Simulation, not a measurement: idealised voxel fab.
Process module name: voxel trench capacitor
The width of the displayed cross-section, cut, is 220 nm; its cells are square, with a size of 5 nm.
This document writes a cross-section as a grid whose cells are square, and gives it as bands, listed from the top down; one or more rows of cells form a band. Top, bottom (nm), then materials left to right with widths (nm); lone material tagged "everywhere" fills the whole band edge to edge; "air" = empty space. Convention: height 0 is the level below which the wafer, as received, is all one material. The lowest band does not terminate at the bottom but continues downward, represented as "0 nm and below". Think of "30 to 40" as a width that walks from the first number to the second as you go down the band, top row to bottom row, taking equal-sized steps from row to row. Any step labelled "no change" changed none of the cells in the cross-section. "Fully sealed cavities" lists enclosed empty spaces (at least 8 cells, no open path upward to the top), each as width x height at distance from the left edge, in nm. Heads up: the bit after the settings on a step's line is the simulator's remark on that step. overlay nm: step with mask; distance mask lay right of planned place; negative value = left of planned place.
[Steps planned for the process]
step 1: RECEIVE [material Si]
step 2: CONFORMAL_DEP [material SiN] [thk nm 10]
step 3: DIRECTIONAL_DEP [material aC] [thk nm 15]
step 4: PATTERN [tone open] [mask id TRENCH] [material resist] [width nm 20] [pitch nm 50] [thk nm 30] [overlay nm 0]
step 5: DIRECTIONAL_ETCH [etch materials aC] [depth nm 15]
step 6: STRIP [etch materials resist]
step 7: DIRECTIONAL_ETCH [etch materials SiN] [depth nm 10]
step 8: DIRECTIONAL_ETCH [etch materials Si] [depth nm 30]
step 9: STRIP [etch materials aC]
step 10: CONFORMAL_DEP [material Al2O3] [thk nm 5]
step 11: FILL_DEP [material polySi] [thk nm 5]
step 12: CMP [height nm 10]
[So this is the incoming wafer in cross-section - it's already been through step 1]
  0 nm and below | Si everywhere
  Fully sealed cavities: none
[What the wafer looks like in cross-section after this module, when it starts as shown above and follows the plan above but one mistake is made in running it]
  10 nm to 0 nm | SiN 75 nm, Al2O3 5 nm, polySi 15 nm, Al2O3 5 nm, SiN 25 nm, Al2O3 5 nm, polySi 15 nm, Al2O3 5 nm, SiN 70 nm
  0 nm to -25 nm | Si 75 nm, Al2O3 5 nm, polySi 15 nm, Al2O3 5 nm, Si 25 nm, Al2O3 5 nm, polySi 15 nm, Al2O3 5 nm, Si 70 nm
  -25 nm to -30 nm | Si 75 nm, Al2O3 25 nm, Si 25 nm, Al2O3 25 nm, Si 70 nm
  -30 nm and below | Si everywhere
  Fully sealed cavities: none
Processing error: heads up, step 4 didn't go per plan, it actually ran as PATTERN [tone open] [mask id TRENCH] [material resist] [width nm 25] [pitch nm 50] [thk nm 30] [overlay nm 0]
